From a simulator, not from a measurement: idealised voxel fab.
Process module name: voxel spacer lines
Cross-section cut spans 240 nm and uses square cells 5 nm in size.
Format of a cross-section: grid, square cells. Given as bands. Order: top down. Band: one or more rows of cells.
Band: top height; bottom height; in nm. Then, left to right: material with width in nm, for each material. "full width": a single material spanning edge to edge. "air": empty space.
Heights are measured from 0, the level below which the as-received wafer is all one material; the lowest band has no bottom and continues downward, written as in "0..down".
A width such as "30..40" changes by the same amount from each row of cells to the next, from the band's top row to its bottom row.
"no alterations made", as given for a step, is the statement that not any cell of the cross-section underwent a change during that step.
Empty spaces counting at least 8 cells and having no open way to the top are listed in "Closed cavity list". The notation width x height at distance is used for each, the distance being from the left edge and all three values in nm.
What comes after the settings on a step's line is commentary from the simulator itself on that step.
Among the settings permitted on a step's line is "overlay nm"; applied to a step with a mask, it specifies the extent to which the mask lay to the right of its planned position, whereas a negative figure signifies a position to the left.

These are the steps we planned for the process
1,RECEIVE with material Si
2,CONFORMAL_DEP with material Al2O3, thk nm 5
3,DIRECTIONAL_DEP with material polySi, thk nm 20
4,DIRECTIONAL_DEP with material aC, thk nm 25
5,PATTERN with tone cover, mask id MANDREL, material resist, width nm 15, pitch nm 50, thk nm 30, overlay nm 0
6,DIRECTIONAL_ETCH with etch materials aC, depth nm 25
7,STRIP with etch materials resist
8,CONFORMAL_DEP with material SiO2, thk nm 10
9,DIRECTIONAL_ETCH with etch materials SiO2, depth nm 10
10,STRIP with etch materials aC
11,DIRECTIONAL_ETCH with etch materials polySi, depth nm 20
12,STRIP with etch materials SiO2
13,FILL_DEP with material SiO2, thk nm 10
14,CMP with height nm 25

Account of the first of two wafers, which was processed as intended

Cross-section, incoming material, after step 1
* 0..down: Si full width
* Closed cavity list: none

The following cross-section depicts the wafer upon completion of step 2
* 5..0: Al2O3 full width
* Rest of section, below 0: as before.

The following cross-section depicts the wafer upon completion of step 3
* 25..5: polySi full width
* Rest of section, below 5: as before.

The following cross-section depicts the wafer upon completion of step 4
* 50..25: aC full width
* Rest of section, below 25: as before.

The following cross-section depicts the wafer upon completion of step 5
* 80..50: 60 air / 15 resist / 35 air / 15 resist / 35 air / 15 resist / 65 air
* Rest of section, below 50: as before.

The following cross-section depicts the wafer upon completion of step 6
* 55..50: 60 air / 15 resist / 35 air / 15 resist / 35 air / 15 resist / 65 air
* 50..25: 60 air / 15 aC / 35 air / 15 aC / 35 air / 15 aC / 65 air
* Rest of section, below 25: as before.

The following cross-section depicts the wafer upon completion of step 7
* 50..25: 60 air / 15 aC / 35 air / 15 aC / 35 air / 15 aC / 65 air
* Rest of section, below 25: as before.

The following cross-section depicts the wafer upon completion of step 8
* 60..50: 50 air / 35 SiO2 / 15 air / 35 SiO2 / 15 air / 35 SiO2 / 55 air
* 50..35: 50 air / 10 SiO2 / 15 aC / 10 SiO2 / 15 air / 10 SiO2 / 15 aC / 10 SiO2 / 15 air / 10 SiO2 / 15 aC / 10 SiO2 / 55 air
* 35..25: 60 SiO2 / 15 aC / 35 SiO2 / 15 aC / 35 SiO2 / 15 aC / 65 SiO2
* Rest of section, below 25: as before.

The following cross-section depicts the wafer upon completion of step 9
* 50..25: 50 air / 10 SiO2 / 15 aC / 10 SiO2 / 15 air / 10 SiO2 / 15 aC / 10 SiO2 / 15 air / 10 SiO2 / 15 aC / 10 SiO2 / 55 air
* Rest of section, below 25: as before.

The following cross-section depicts the wafer upon completion of step 10
* 50..25: 50 air / 10 SiO2 / 15 air / 10 SiO2 / 15 air / 10 SiO2 / 15 air / 10 SiO2 / 15 air / 10 SiO2 / 15 air / 10 SiO2 / 55 air
* Rest of section, below 25: as before.

The following cross-section depicts the wafer upon completion of step 11
* 50..25: 50 air / 10 SiO2 / 15 air / 10 SiO2 / 15 air / 10 SiO2 / 15 air / 10 SiO2 / 15 air / 10 SiO2 / 15 air / 10 SiO2 / 55 air
* 25..5: 50 air / 10 polySi / 15 air / 10 polySi / 15 air / 10 polySi / 15 air / 10 polySi / 15 air / 10 polySi / 15 air / 10 polySi / 55 air
* Rest of section, below 5: as before.

The following cross-section depicts the wafer upon completion of step 12
* 25..5: 50 air / 10 polySi / 15 air / 10 polySi / 15 air / 10 polySi / 15 air / 10 polySi / 15 air / 10 polySi / 15 air / 10 polySi / 55 air
* Rest of section, below 5: as before.

The following cross-section depicts the wafer upon completion of step 13
* 35..25: SiO2 full width
* 25..5: 50 SiO2 / 10 polySi / 15 SiO2 / 10 polySi / 15 SiO2 / 10 polySi / 15 SiO2 / 10 polySi / 15 SiO2 / 10 polySi / 15 SiO2 / 10 polySi / 55 SiO2
* Rest of section, below 5: as before.

The following cross-section depicts the wafer upon completion of step 14
* 25..5: 50 SiO2 / 10 polySi / 15 SiO2 / 10 polySi / 15 SiO2 / 10 polySi / 15 SiO2 / 10 polySi / 15 SiO2 / 10 polySi / 15 SiO2 / 10 polySi / 55 SiO2
* Rest of section, below 5: as before.

Second wafer - shared start and plan with the first - one error in running - same as the first up to step 2 inclusive

Cross-sectional representation of the second wafer at the time designated in the plan for the completion of step 3
* 30..5: aC full width
* Rest of section, below 5: as before.

Cross-sectional representation of the second wafer at the time designated in the plan for the completion of step 4
* 50..30: polySi full width
* Rest of section, below 30: as before.

Cross-sectional representation of the second wafer at the time designated in the plan for the completion of step 5
* 80..50: 60 air / 15 resist / 35 air / 15 resist / 35 air / 15 resist / 65 air
* Rest of section, below 50: as before.

Cross-sectional representation of the second wafer at the time designated in the plan for the completion of step 6
* 55..50: 60 air / 15 resist / 35 air / 15 resist / 35 air / 15 resist / 65 air
* Rest of section, below 50: as before.

Cross-sectional representation of the second wafer at the time designated in the plan for the completion of step 7
* 50..30: polySi full width
* Rest of section, below 30: as before.

Cross-sectional representation of the second wafer at the time designated in the plan for the completion of step 8
* 60..50: SiO2 full width
* Rest of section, below 50: as before.

Cross-sectional representation of the second wafer at the time designated in the plan for the completion of step 9
* 50..30: polySi full width
* Rest of section, below 30: as before.

Cross-sectional representation of the second wafer at the time designated in the plan for the completion of step 10: no alterations made

Cross-sectional representation of the second wafer at the time designated in the plan for the completion of step 11
* 30..5: aC full width
* Rest of section, below 5: as before.

Cross-sectional representation of the second wafer at the time designated in the plan for the completion of step 12: no alterations made

Cross-sectional representation of the second wafer at the time designated in the plan for the completion of step 13
* 40..30: SiO2 full width
* Rest of section, below 30: as before.

Cross-sectional representation of the second wafer at the time designated in the plan for the completion of step 14
* 25..5: aC full width
* Rest of section, below 5: as before.
Short version of what went wrong: the executed order of steps 3 and 4 is the reverse of that specified in the plan, each step having taken the other's position
Final difference in cells, second wafer against first, listed per material as more or fewer: SiO2 -144; aC +192; polySi -48
